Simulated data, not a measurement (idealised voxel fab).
Process module, titled voxel ribs on slabs
For reference, the cross-section in this document is cut, with width 150 nm and square cells of 5 nm.
When this document writes out a cross-section, it uses a grid of square cells and lists it as bands, beginning at the top and moving down, with a band standing for one or more rows of cells. Quick guide to a band line: top height, bottom height (nm) up front; then every material left to right with its width in nm. Only one material and it's marked "all across"? Then it fills the band edge to edge. And "air" just means empty space. Height 0 is the level under which the wafer as received is all one material. The lowest band goes on downwards, as in "0 nm and below". Think of "30 to 40" as a width that walks from the first number to the second as you go down the band, top row to bottom row, taking equal-sized steps from row to row. "nothing was modified" -> step changed no cross-section cell. Look at "Voids lacking openings" for the closed voids: empty spaces with no open path to the top, sized 8 cells or up. Each is width x height at distance, distance from the left edge, all nm. Post-settings text on a step line: simulator's own remark regarding the step. overlay nm: mask offset rightward from planned place, masked step; negative means leftward offset.

**Listed below are the process steps as planned**
1. RECEIVE,material Si
2. DIRECTIONAL_DEP,material SiO2,thk nm 20
3. DIRECTIONAL_DEP,material polySi,thk nm 20
4. MASKED_ETCH,tone cover,mask id RIB,width nm 15,etch materials polySi,depth nm 5,overlay nm 0
5. DIRECTIONAL_DEP,material aC,thk nm 15
6. PATTERN,tone cover,mask id SLAB,material resist,width nm 45,thk nm 30,overlay nm 0
7. DIRECTIONAL_ETCH,etch materials aC,depth nm 15
8. STRIP,etch materials resist
9. DIRECTIONAL_ETCH,etch materials polySi,depth nm 15
10. STRIP,etch materials aC
11. FILL_DEP,material SiO2,thk nm 20
12. CMP,height nm 50
13. DIRECTIONAL_DEP,material TiN,thk nm 10
14. PATTERN,tone cover,mask id HEATER,material resist,width nm 25,thk nm 15,overlay nm 0
15. DIRECTIONAL_ETCH,etch materials TiN,depth nm 10
16. STRIP,etch materials resist
17. CONFORMAL_DEP,material SiN,thk nm 10

**Cross-sectional view of the wafer in its as-received condition, corresponding to the state after step 1**
- 0 nm and below | Si all across
- Voids lacking openings: none

**End-of-module XS, first of two wafers, run as planned**
- 70 nm to 60 nm | 50 of air, 45 of SiN, 55 of air
- 60 nm to 50 nm | 60 of SiN, 25 of TiN, 65 of SiN
- 50 nm to 40 nm | SiO2 all across
- 40 nm to 35 nm | 65 of SiO2, 15 of polySi, 70 of SiO2
- 35 nm to 20 nm | 50 of SiO2, 45 of polySi, 55 of SiO2
- 20 nm to 0 nm | SiO2 all across
- 0 nm and below | Si all across
- Voids lacking openings: none

**Cross-sectional image of the second wafer of the two following completion of the module. Starting state and process plan were the same as for the first wafer; one execution error occurred**
- 70 nm to 60 nm | 50 of air, 45 of SiN, 55 of air
- 60 nm to 50 nm | 60 of SiN, 25 of TiN, 65 of SiN
- 50 nm to 40 nm | SiO2 all across
- 40 nm to 35 nm | 55 of SiO2, 15 of polySi, 80 of SiO2
- 35 nm to 20 nm | 50 of SiO2, 45 of polySi, 55 of SiO2
- 20 nm to 0 nm | SiO2 all across
- 0 nm and below | Si all across
- Voids lacking openings: none
Deviation noted in wafer processing: step 4 went in with a setting other than planned; the actual run was MASKED_ETCH,tone cover,mask id RIB,width nm 15,etch materials polySi,depth nm 5,overlay nm -10
Heads up: at the end the two wafers have identical cell counts per material, they're just laid out differently.
